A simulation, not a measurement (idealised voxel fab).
Process module in this document: voxel self aligned vias
Displayed cross-section: cut, width of 200 nm, square cells sized 5 nm.
Think of the cross-section as a grid of square cells. We describe it in bands, top to bottom, and each band covers one or more rows of those cells. Within each band entry, the heights of the top and of the bottom of the band appear first, in that order and in nm; the materials of the band then follow from left to right, each with its corresponding width in nm. The designation "throughout" on a single material indicates that it fills the band from edge to edge; the designation "blank" indicates empty space. Below 0: as-received wafer, all one material; heights counted from there. Lowest band: no bottom, goes on down, written "0..down". Think of "30..40" as a width that walks from the first number to the second as you go down the band, top row to bottom row, taking equal-sized steps from row to row. Step marked "no alteration"? Then no cell in the cross-section changed in it. In "Enclosed void list" the enclosed voids are listed, meaning empty spaces of 8 cells or larger without any opening to the top. The form is width x height at distance, distance from the left edge, units nm. Step line, after settings: the simulator's comment on this step. overlay nm: mask right of planned place by this much (step with mask). Neg. = left.

PLANNED PROCESS STEPS
1 RECEIVE: material Si
2 CONFORMAL_DEP: material SiO2, thk nm 10
3 CONFORMAL_DEP: material SiCN, thk nm 5
4 DIRECTIONAL_DEP: material SiO2, thk nm 30
5 PATTERN: tone open, mask id LINES, material resist, width nm 30, pitch nm 70, thk nm 15, overlay nm 0
6 DIRECTIONAL_ETCH: etch materials SiO2, depth nm 30
7 STRIP: etch materials resist
8 CONFORMAL_DEP: material TiN, thk nm 5
9 FILL_DEP: material Ru, thk nm 10
10 CMP: height nm 45
11 SELECTIVE_ETCH: etch materials W Ru TiN, depth nm 5
12 FILL_DEP: material SiN, thk nm 5
13 CMP: height nm 45
14 DIRECTIONAL_DEP: material SiO2, thk nm 20
15 PATTERN: tone open, mask id VIAS, material resist, width nm 50, pitch nm 70, thk nm 15, overlay nm 0
16 DIRECTIONAL_ETCH: etch materials SiO2, depth nm 20
17 DIRECTIONAL_ETCH: etch materials SiN, depth nm 5
18 STRIP: etch materials resist
19 CONFORMAL_DEP: material TiN, thk nm 5
20 FILL_DEP: material W, thk nm 5
21 CMP: height nm 55
22 CONFORMAL_DEP: material SiCN, thk nm 5
The height nm used in step 21 is not the same on every wafer, whereas the starting condition is; the value printed in the plan is the first wafer's.

FIRST WAFER AS RECEIVED, AFTER STEP 1
  0..down  Si throughout
  Enclosed void list: none

FIRST WAFER OF SEVERAL, CROSS-SECTION, MODULE END, AFTER STEP 22 (LAST)
  60..55  SiCN throughout
  55..45  SiO2: 40; TiN: 5..15; W: 40..20; TiN: 5..15; SiO2: 20; TiN: 5..15; W: 40..20; TiN: 5..15; SiO2: 40
  45..40  SiO2: 50; TiN: 30; SiO2: 40; TiN: 30; SiO2: 50
  40..20  SiO2: 50; TiN: 5; Ru: 20; TiN: 5; SiO2: 40; TiN: 5; Ru: 20; TiN: 5; SiO2: 50
  20..15  SiO2: 50; TiN: 30; SiO2: 40; TiN: 30; SiO2: 50
  15..10  SiCN throughout
  10..0  SiO2 throughout
  0..down  Si throughout
  Enclosed void list: none

WAFER CROSS-SECTION (LAST WAFER, MODULE END)
  80..75  SiCN throughout
  75..70  W throughout
  70..65  TiN: 45; W: 40; TiN: 30; W: 40; TiN: 45
  65..50  SiO2: 40; TiN: 5; W: 40; TiN: 5; SiO2: 20; TiN: 5; W: 40; TiN: 5; SiO2: 40
  50..45  SiO2: 40; TiN: 15; W: 20; TiN: 15; SiO2: 20; TiN: 15; W: 20; TiN: 15; SiO2: 40
  45..40  SiO2: 50; TiN: 30; SiO2: 40; TiN: 30; SiO2: 50
  40..20  SiO2: 50; TiN: 5; Ru: 20; TiN: 5; SiO2: 40; TiN: 5; Ru: 20; TiN: 5; SiO2: 50
  20..15  SiO2: 50; TiN: 30; SiO2: 40; TiN: 30; SiO2: 50
  15..10  SiCN throughout
  10..0  SiO2 throughout
  0..down  Si throughout
  Enclosed void list: none

THE ROWS OF THE TABLE BELOW ARE WAFERS. LOOKING AT THE END OF THE MODULE, A ROW COUNTS, FOR EVERY MATERIAL, THE CELLS THE WAFER HAS GAINED, SHOWN AS (+), OR LOST, SHOWN AS (-), SINCE IT WAS RECEIVED; ITS CLOSED VOIDS COME NEXT
height nm 55; +32 Ru; +80 SiCN; +288 SiO2; +56 TiN; +24 W; Enclosed void list: none
height nm 60; +32 Ru; +80 SiCN; +308 SiO2; +60 TiN; +40 W; Enclosed void list: none
height nm 65; +32 Ru; +80 SiCN; +328 SiO2; +64 TiN; +56 W; Enclosed void list: none
height nm 70; +32 Ru; +80 SiCN; +328 SiO2; +88 TiN; +72 W; Enclosed void list: none
height nm 75; +32 Ru; +80 SiCN; +328 SiO2; +88 TiN; +112 W; Enclosed void list: none
